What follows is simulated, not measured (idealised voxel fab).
Documented hereafter: the process module known as voxel capacitor over wiring.
Pictured: cross-section cut, 255 nm wide, on a grid of 5 nm square cells.
Just so we're on the same page, the cross-sections are grids of square cells, and they're listed out in bands top to bottom, each band one or more rows deep. Top, bottom (nm), then materials left to right with widths (nm); lone material tagged "everywhere" fills the whole band edge to edge; "air" = empty space. Heights are measured from 0, the level below which the as-received wafer is all one material; the lowest band has no bottom and continues downward, written as in "z 0 and below". The two numbers in a width such as "30->40" mark its ends across the band: the first belongs to the top row of cells, the second to the bottom row, and from each row to the next the width moves by the same amount. "changes: none" after a step means that no cell of the cross-section changed. "Closed void entries": sealed empty spaces, 8 cells or more, no open way to top, listed width x height at distance, with distance from the left edge and width, height and distance in nm. Read whatever lies past the settings on a step's line as the simulator's own remark about the step. Steps that use a mask can have "overlay nm" on their line. It says how far the mask sat to the right of where it was meant to be. Negative means to the left.
[Steps in the process plan]
1) RECEIVE with material Si
2) CONFORMAL_DEP with material SiO2, thk nm 15
3) DIRECTIONAL_DEP with material TiN, thk nm 5
4) DIRECTIONAL_DEP with material W, thk nm 20
5) MASKED_ETCH with tone cover, mask id METAL_1, width nm 20, pitch nm 85, etch materials W, depth nm 20, overlay nm 0
6) MASKED_ETCH with tone cover, mask id METAL_1, width nm 20, pitch nm 85, etch materials TiN, depth nm 5, overlay nm 0
7) FILL_DEP with material lowk, thk nm 5
8) CMP with height nm 40
9) CONFORMAL_DEP with material SiCN, thk nm 5
10) DIRECTIONAL_DEP with material lowk, thk nm 10
11) DIRECTIONAL_DEP with material aC, thk nm 10
12) PATTERN with tone open, mask id PLUG_1, material resist, width nm 15, thk nm 30, overlay nm 0
13) DIRECTIONAL_ETCH with etch materials aC, depth nm 10
14) STRIP with etch materials resist
15) DIRECTIONAL_ETCH with etch materials lowk, depth nm 10
16) DIRECTIONAL_ETCH with etch materials SiCN, depth nm 5
17) STRIP with etch materials aC
18) EPI with material Ru, thk nm 10
19) EPI with material Ru, thk nm 5
20) DIRECTIONAL_DEP with material TiN, thk nm 10
21) DIRECTIONAL_DEP with material Al2O3, thk nm 5
22) DIRECTIONAL_DEP with material TiN, thk nm 5
23) DIRECTIONAL_DEP with material aC, thk nm 10
24) PATTERN with tone cover, mask id UPPER_PLATE, material resist, width nm 70, thk nm 25, overlay nm 0
25) DIRECTIONAL_ETCH with etch materials aC, depth nm 10
26) STRIP with etch materials resist
27) DIRECTIONAL_ETCH with etch materials TiN, depth nm 5
28) DIRECTIONAL_ETCH with etch materials Al2O3, depth nm 5
29) STRIP with etch materials aC
30) DIRECTIONAL_DEP with material aC, thk nm 15
31) PATTERN with tone cover, mask id LOWER_PLATE, material resist, width nm 80, thk nm 35, overlay nm 0
32) DIRECTIONAL_ETCH with etch materials aC, depth nm 15
33) STRIP with etch materials resist
34) DIRECTIONAL_ETCH with etch materials TiN, depth nm 10
35) STRIP with etch materials aC
36) FILL_DEP with material SiO2, thk nm 15
37) CMP with height nm 85
38) MASKED_ETCH with tone open, mask id PLUG_2, width nm 15, etch materials SiO2, depth nm 10, overlay nm 0
39) CONFORMAL_DEP with material TiN, thk nm 5
40) FILL_DEP with material W, thk nm 5
41) CMP with height nm 85
42) CONFORMAL_DEP with material SiN, thk nm 5
[First of two wafers, with the run carried out as planned]
[as received, after step 1]
  z 0 and below | Si everywhere
  Closed void entries: none
[Sectional view: wafer, after step 2]
  z 15 to 0 | SiO2 everywhere
  At heights below 0, the structure remains unaltered.
[Sectional view: wafer, after step 3]
  z 20 to 15 | TiN everywhere
  At heights below 15, the structure remains unaltered.
[Sectional view: wafer, after step 4]
  z 40 to 20 | W everywhere
  At heights below 20, the structure remains unaltered.
[Sectional view: wafer, after step 5]
  z 40 to 20 | 75 air, then 20 W, then 65 air, then 20 W, then 75 air
  At heights below 20, the structure remains unaltered.
[Sectional view: wafer, after step 6]
  z 40 to 20 | 75 air, then 20 W, then 65 air, then 20 W, then 75 air
  z 20 to 15 | 75 air, then 20 TiN, then 65 air, then 20 TiN, then 75 air
  At heights below 15, the structure remains unaltered.
[Sectional view: wafer, after step 7]
  z 45 to 40 | lowk everywhere
  z 40 to 20 | 75 lowk, then 20 W, then 65 lowk, then 20 W, then 75 lowk
  z 20 to 15 | 75 lowk, then 20 TiN, then 65 lowk, then 20 TiN, then 75 lowk
  At heights below 15, the structure remains unaltered.
[Sectional view: wafer, after step 8]
  z 40 to 20 | 75 lowk, then 20 W, then 65 lowk, then 20 W, then 75 lowk
  At heights below 20, the structure remains unaltered.
[Sectional view: wafer, after step 9]
  z 45 to 40 | SiCN everywhere
  At heights below 40, the structure remains unaltered.
[Sectional view: wafer, after step 10]
  z 55 to 45 | lowk everywhere
  At heights below 45, the structure remains unaltered.
[Sectional view: wafer, after step 11]
  z 65 to 55 | aC everywhere
  At heights below 55, the structure remains unaltered.
[Sectional view: wafer, after step 12]
  z 95 to 65 | 80 resist, then 15 air, then 160 resist
  At heights below 65, the structure remains unaltered.
[Sectional view: wafer, after step 13]
  z 85 to 65 | 80 resist, then 15 air, then 160 resist
  z 65 to 55 | 80 aC, then 15 air, then 160 aC
  At heights below 55, the structure remains unaltered.
[Sectional view: wafer, after step 14]
  z 65 to 55 | 80 aC, then 15 air, then 160 aC
  At heights below 55, the structure remains unaltered.
[Sectional view: wafer, after step 15]
  z 65 to 55 | 80 aC, then 15 air, then 160 aC
  z 55 to 45 | 80 lowk, then 15 air, then 160 lowk
  At heights below 45, the structure remains unaltered.
[Sectional view: wafer, after step 16]
  z 65 to 55 | 80 aC, then 15 air, then 160 aC
  z 55 to 45 | 80 lowk, then 15 air, then 160 lowk
  z 45 to 40 | 80 SiCN, then 15 air, then 160 SiCN
  At heights below 40, the structure remains unaltered.
[Sectional view: wafer, after step 17]
  z 55 to 45 | 80 lowk, then 15 air, then 160 lowk
  At heights below 45, the structure remains unaltered.
[Sectional view: wafer, after step 18]
  z 55 to 50 | 80 lowk, then 15 air, then 160 lowk
  z 50 to 45 | 80 lowk, then 15 Ru, then 160 lowk
  z 45 to 40 | 80 SiCN, then 15 Ru, then 160 SiCN
  At heights below 40, the structure remains unaltered.
[Sectional view: wafer, after step 19]
  z 55 to 45 | 80 lowk, then 15 Ru, then 160 lowk
  At heights below 45, the structure remains unaltered.
[Sectional view: wafer, after step 20]
  z 65 to 55 | TiN everywhere
  At heights below 55, the structure remains unaltered.
[Sectional view: wafer, after step 21]
  z 70 to 65 | Al2O3 everywhere
  At heights below 65, the structure remains unaltered.
[Sectional view: wafer, after step 22]
  z 75 to 70 | TiN everywhere
  At heights below 70, the structure remains unaltered.
[Sectional view: wafer, after step 23]
  z 85 to 75 | aC everywhere
  At heights below 75, the structure remains unaltered.
[Sectional view: wafer, after step 24]
  z 110 to 85 | 80 air, then 70 resist, then 105 air
  At heights below 85, the structure remains unaltered.
[Sectional view: wafer, after step 25]
  z 100 to 85 | 80 air, then 70 resist, then 105 air
  z 85 to 75 | 80 air, then 70 aC, then 105 air
  At heights below 75, the structure remains unaltered.
[Sectional view: wafer, after step 26]
  z 85 to 75 | 80 air, then 70 aC, then 105 air
  At heights below 75, the structure remains unaltered.
[Sectional view: wafer, after step 27]
  z 85 to 75 | 80 air, then 70 aC, then 105 air
  z 75 to 70 | 80 air, then 70 TiN, then 105 air
  At heights below 70, the structure remains unaltered.
[Sectional view: wafer, after step 28]
  z 85 to 75 | 80 air, then 70 aC, then 105 air
  z 75 to 70 | 80 air, then 70 TiN, then 105 air
  z 70 to 65 | 80 air, then 70 Al2O3, then 105 air
  At heights below 65, the structure remains unaltered.
[Sectional view: wafer, after step 29]
  z 75 to 70 | 80 air, then 70 TiN, then 105 air
  At heights below 70, the structure remains unaltered.
[Sectional view: wafer, after step 30]
  z 90 to 80 | 80 air, then 70 aC, then 105 air
  z 80 to 75 | aC everywhere
  z 75 to 70 | 80 aC, then 70 TiN, then 105 aC
  z 70 to 65 | 80 aC, then 70 Al2O3, then 105 aC
  At heights below 65, the structure remains unaltered.
[Sectional view: wafer, after step 31]
  z 125 to 90 | 75 air, then 80 resist, then 100 air
  z 90 to 80 | 75 air, then 5 resist, then 70 aC, then 5 resist, then 100 air
  At heights below 80, the structure remains unaltered.
[Sectional view: wafer, after step 32]
  z 110 to 90 | 75 air, then 80 resist, then 100 air
  z 90 to 80 | 75 air, then 5 resist, then 70 aC, then 5 resist, then 100 air
  z 80 to 75 | 75 air, then 80 aC, then 100 air
  z 75 to 70 | 75 air, then 5 aC, then 70 TiN, then 5 aC, then 100 air
  z 70 to 65 | 75 air, then 5 aC, then 70 Al2O3, then 5 aC, then 100 air
  At heights below 65, the structure remains unaltered.
[Sectional view: wafer, after step 33]
  z 90 to 80 | 80 air, then 70 aC, then 105 air
  At heights below 80, the structure remains unaltered.
[Sectional view: wafer, after step 34]
  z 90 to 80 | 80 air, then 70 aC, then 105 air
  z 80 to 75 | 75 air, then 80 aC, then 100 air
  z 75 to 70 | 75 air, then 5 aC, then 70 TiN, then 5 aC, then 100 air
  z 70 to 65 | 75 air, then 5 aC, then 70 Al2O3, then 5 aC, then 100 air
  z 65 to 55 | 75 air, then 80 TiN, then 100 air
  At heights below 55, the structure remains unaltered.
[Sectional view: wafer, after step 35]
  z 75 to 70 | 80 air, then 70 TiN, then 105 air
  z 70 to 65 | 80 air, then 70 Al2O3, then 105 air
  At heights below 65, the structure remains unaltered.
[Sectional view: wafer, after step 36]
  z 90 to 75 | SiO2 everywhere
  z 75 to 70 | 80 SiO2, then 70 TiN, then 105 SiO2
  z 70 to 65 | 80 SiO2, then 70 Al2O3, then 105 SiO2
  z 65 to 55 | 75 SiO2, then 80 TiN, then 100 SiO2
  At heights below 55, the structure remains unaltered.
[Sectional view: wafer, after step 37]
  z 85 to 75 | SiO2 everywhere
  At heights below 75, the structure remains unaltered.
[Sectional view: wafer, after step 38]
  z 85 to 75 | 90 SiO2, then 15 air, then 150 SiO2
  At heights below 75, the structure remains unaltered.
[Sectional view: wafer, after step 39]
  z 90 to 85 | 95 TiN, then 5 air, then 155 TiN
  z 85 to 80 | 90 SiO2, then 5 TiN, then 5 air, then 5 TiN, then 150 SiO2
  z 80 to 70 | 90->80 SiO2, then 15->70 TiN, then 150->105 SiO2
  At heights below 70, the structure remains unaltered.
[Sectional view: wafer, after step 40]
  z 95 to 90 | W everywhere
  z 90 to 85 | 95 TiN, then 5 W, then 155 TiN
  z 85 to 80 | 90 SiO2, then 5 TiN, then 5 W, then 5 TiN, then 150 SiO2
  At heights below 80, the structure remains unaltered.
[Sectional view: wafer, after step 41]
  z 85 to 80 | 90 SiO2, then 5 TiN, then 5 W, then 5 TiN, then 150 SiO2
  At heights below 80, the structure remains unaltered.
[Sectional view: wafer, after step 42]
  z 90 to 85 | SiN everywhere
  At heights below 85, the structure remains unaltered.
[The second wafer began exactly as the first did and followed the same plan, but one mistake was made while running it; through step 4 inclusive, the two wafers are identical]
[Planned end of step 5: second wafer, cross-section]
  z 40 to 20 | 75 W, then 20 air, then 65 W, then 20 air, then 75 W
  At heights below 20, the structure remains unaltered.
Planned end of step 6: second wafer, cross-section: changes: none
[Planned end of step 7: second wafer, cross-section]
  z 45 to 40 | lowk everywhere
  z 40 to 20 | 75 W, then 20 lowk, then 65 W, then 20 lowk, then 75 W
  At heights below 20, the structure remains unaltered.
[Planned end of step 8: second wafer, cross-section]
  z 40 to 20 | 75 W, then 20 lowk, then 65 W, then 20 lowk, then 75 W
  At heights below 20, the structure remains unaltered.
[Planned end of step 9: second wafer, cross-section]
  z 45 to 40 | SiCN everywhere
  At heights below 40, the structure remains unaltered.
[Planned end of step 10: second wafer, cross-section]
  z 55 to 45 | lowk everywhere
  At heights below 45, the structure remains unaltered.
[Planned end of step 11: second wafer, cross-section]
  z 65 to 55 | aC everywhere
  At heights below 55, the structure remains unaltered.
[Planned end of step 12: second wafer, cross-section]
  z 95 to 65 | 80 resist, then 15 air, then 160 resist
  At heights below 65, the structure remains unaltered.
[Planned end of step 13: second wafer, cross-section]
  z 85 to 65 | 80 resist, then 15 air, then 160 resist
  z 65 to 55 | 80 aC, then 15 air, then 160 aC
  At heights below 55, the structure remains unaltered.
[Planned end of step 14: second wafer, cross-section]
  z 65 to 55 | 80 aC, then 15 air, then 160 aC
  At heights below 55, the structure remains unaltered.
[Planned end of step 15: second wafer, cross-section]
  z 65 to 55 | 80 aC, then 15 air, then 160 aC
  z 55 to 45 | 80 lowk, then 15 air, then 160 lowk
  At heights below 45, the structure remains unaltered.
[Planned end of step 16: second wafer, cross-section]
  z 65 to 55 | 80 aC, then 15 air, then 160 aC
  z 55 to 45 | 80 lowk, then 15 air, then 160 lowk
  z 45 to 40 | 80 SiCN, then 15 air, then 160 SiCN
  At heights below 40, the structure remains unaltered.
[Planned end of step 17: second wafer, cross-section]
  z 55 to 45 | 80 lowk, then 15 air, then 160 lowk
  At heights below 45, the structure remains unaltered.
Planned end of step 18: second wafer, cross-section: changes: none
Planned end of step 19: second wafer, cross-section: changes: none
[Planned end of step 20: second wafer, cross-section]
  z 65 to 55 | 80 TiN, then 15 air, then 160 TiN
  z 55 to 50 | 80 lowk, then 15 air, then 160 lowk
  z 50 to 45 | 80 lowk, then 15 TiN, then 160 lowk
  z 45 to 40 | 80 SiCN, then 15 TiN, then 160 SiCN
  At heights below 40, the structure remains unaltered.
[Planned end of step 21: second wafer, cross-section]
  z 70 to 65 | 80 Al2O3, then 15 air, then 160 Al2O3
  z 65 to 55 | 80 TiN, then 15 air, then 160 TiN
  z 55 to 50 | 80 lowk, then 15 Al2O3, then 160 lowk
  At heights below 50, the structure remains unaltered.
[Planned end of step 22: second wafer, cross-section]
  z 75 to 70 | 80 TiN, then 15 air, then 160 TiN
  z 70 to 65 | 80 Al2O3, then 15 air, then 160 Al2O3
  z 65 to 60 | 80 TiN, then 15 air, then 160 TiN
  z 60 to 55 | TiN everywhere
  At heights below 55, the structure remains unaltered.
[Planned end of step 23: second wafer, cross-section]
  z 85 to 75 | 80 aC, then 15 air, then 160 aC
  z 75 to 70 | 80 TiN, then 15 air, then 160 TiN
  z 70 to 65 | 80 Al2O3, then 15 aC, then 160 Al2O3
  z 65 to 60 | 80 TiN, then 15 aC, then 160 TiN
  At heights below 60, the structure remains unaltered.
[Planned end of step 24: second wafer, cross-section]
  z 110 to 85 | 80 air, then 70 resist, then 105 air
  z 85 to 75 | 80 aC, then 15 resist, then 160 aC
  z 75 to 70 | 80 TiN, then 15 resist, then 160 TiN
  At heights below 70, the structure remains unaltered.
[Planned end of step 25: second wafer, cross-section]
  z 100 to 85 | 80 air, then 70 resist, then 105 air
  z 85 to 75 | 80 air, then 15 resist, then 55 aC, then 105 air
  At heights below 75, the structure remains unaltered.
[Planned end of step 26: second wafer, cross-section]
  z 85 to 75 | 95 air, then 55 aC, then 105 air
  z 75 to 70 | 80 TiN, then 15 air, then 160 TiN
  At heights below 70, the structure remains unaltered.
[Planned end of step 27: second wafer, cross-section]
  z 85 to 75 | 95 air, then 55 aC, then 105 air
  z 75 to 70 | 95 air, then 55 TiN, then 105 air
  At heights below 70, the structure remains unaltered.
[Planned end of step 28: second wafer, cross-section]
  z 85 to 75 | 95 air, then 55 aC, then 105 air
  z 75 to 70 | 95 air, then 55 TiN, then 105 air
  z 70 to 65 | 80 air, then 15 aC, then 55 Al2O3, then 105 air
  At heights below 65, the structure remains unaltered.
[Planned end of step 29: second wafer, cross-section]
  z 75 to 70 | 95 air, then 55 TiN, then 105 air
  z 70 to 65 | 95 air, then 55 Al2O3, then 105 air
  z 65 to 60 | 80 TiN, then 15 air, then 160 TiN
  At heights below 60, the structure remains unaltered.
[Planned end of step 30: second wafer, cross-section]
  z 90 to 80 | 95 air, then 55 aC, then 105 air
  z 80 to 75 | 80 aC, then 15 air, then 160 aC
  z 75 to 70 | 95 aC, then 55 TiN, then 105 aC
  z 70 to 65 | 95 aC, then 55 Al2O3, then 105 aC
  z 65 to 60 | 80 TiN, then 15 aC, then 160 TiN
  At heights below 60, the structure remains unaltered.
[Planned end of step 31: second wafer, cross-section]
  z 125 to 90 | 75 air, then 80 resist, then 100 air
  z 90 to 80 | 75 air, then 20 resist, then 55 aC, then 5 resist, then 100 air
  z 80 to 75 | 80 aC, then 15 resist, then 160 aC
  At heights below 75, the structure remains unaltered.
[Planned end of step 32: second wafer, cross-section]
  z 110 to 90 | 75 air, then 80 resist, then 100 air
  z 90 to 80 | 75 air, then 20 resist, then 55 aC, then 5 resist, then 100 air
  z 80 to 75 | 75 air, then 5 aC, then 15 resist, then 60 aC, then 100 air
  z 75 to 70 | 75 air, then 20 aC, then 55 TiN, then 5 aC, then 100 air
  z 70 to 65 | 75 air, then 20 aC, then 55 Al2O3, then 5 aC, then 100 air
  At heights below 65, the structure remains unaltered.
[Planned end of step 33: second wafer, cross-section]
  z 90 to 80 | 95 air, then 55 aC, then 105 air
  z 80 to 75 | 75 air, then 5 aC, then 15 air, then 60 aC, then 100 air
  At heights below 75, the structure remains unaltered.
[Planned end of step 34: second wafer, cross-section]
  z 90 to 80 | 95 air, then 55 aC, then 105 air
  z 80 to 75 | 75 air, then 5 aC, then 15 air, then 60 aC, then 100 air
  z 75 to 70 | 75 air, then 20 aC, then 55 TiN, then 5 aC, then 100 air
  z 70 to 65 | 75 air, then 20 aC, then 55 Al2O3, then 5 aC, then 100 air
  z 65 to 60 | 75 air, then 5 TiN, then 15 aC, then 60 TiN, then 100 air
  z 60 to 55 | 75 air, then 80 TiN, then 100 air
  At heights below 55, the structure remains unaltered.
[Planned end of step 35: second wafer, cross-section]
  z 75 to 70 | 95 air, then 55 TiN, then 105 air
  z 70 to 65 | 95 air, then 55 Al2O3, then 105 air
  z 65 to 60 | 75 air, then 5 TiN, then 15 air, then 60 TiN, then 100 air
  At heights below 60, the structure remains unaltered.
[Planned end of step 36: second wafer, cross-section]
  z 90 to 75 | SiO2 everywhere
  z 75 to 70 | 95 SiO2, then 55 TiN, then 105 SiO2
  z 70 to 65 | 95 SiO2, then 55 Al2O3, then 105 SiO2
  z 65 to 60 | 75 SiO2, then 5 TiN, then 15 SiO2, then 60 TiN, then 100 SiO2
  z 60 to 55 | 75 SiO2, then 80 TiN, then 100 SiO2
  At heights below 55, the structure remains unaltered.
[Planned end of step 37: second wafer, cross-section]
  z 85 to 75 | SiO2 everywhere
  At heights below 75, the structure remains unaltered.
[Planned end of step 38: second wafer, cross-section]
  z 85 to 75 | 90 SiO2, then 15 air, then 150 SiO2
  At heights below 75, the structure remains unaltered.
[Planned end of step 39: second wafer, cross-section]
  z 90 to 85 | 95 TiN, then 5 air, then 155 TiN
  z 85 to 80 | 90 SiO2, then 5 TiN, then 5 air, then 5 TiN, then 150 SiO2
  z 80 to 70 | 90->95 SiO2, then 15->55 TiN, then 150->105 SiO2
  At heights below 70, the structure remains unaltered.
[Planned end of step 40: second wafer, cross-section]
  z 95 to 90 | W everywhere
  z 90 to 85 | 95 TiN, then 5 W, then 155 TiN
  z 85 to 80 | 90 SiO2, then 5 TiN, then 5 W, then 5 TiN, then 150 SiO2
  At heights below 80, the structure remains unaltered.
[Planned end of step 41: second wafer, cross-section]
  z 85 to 80 | 90 SiO2, then 5 TiN, then 5 W, then 5 TiN, then 150 SiO2
  At heights below 80, the structure remains unaltered.
[Planned end of step 42: second wafer, cross-section]
  z 90 to 85 | SiN everywhere
  At heights below 85, the structure remains unaltered.
Against the plan, the run slipped here: off-plan run, step 5, actual operation and settings MASKED_ETCH with tone open, mask id METAL_1, width nm 20, pitch nm 85, etch materials W, depth nm 20, overlay nm 0
Final cells, second wafer relative to first, materials higher or lower: 9 fewer of Ru; 9 more of SiO2; 43 more of TiN; 140 more of W; 183 fewer of lowk
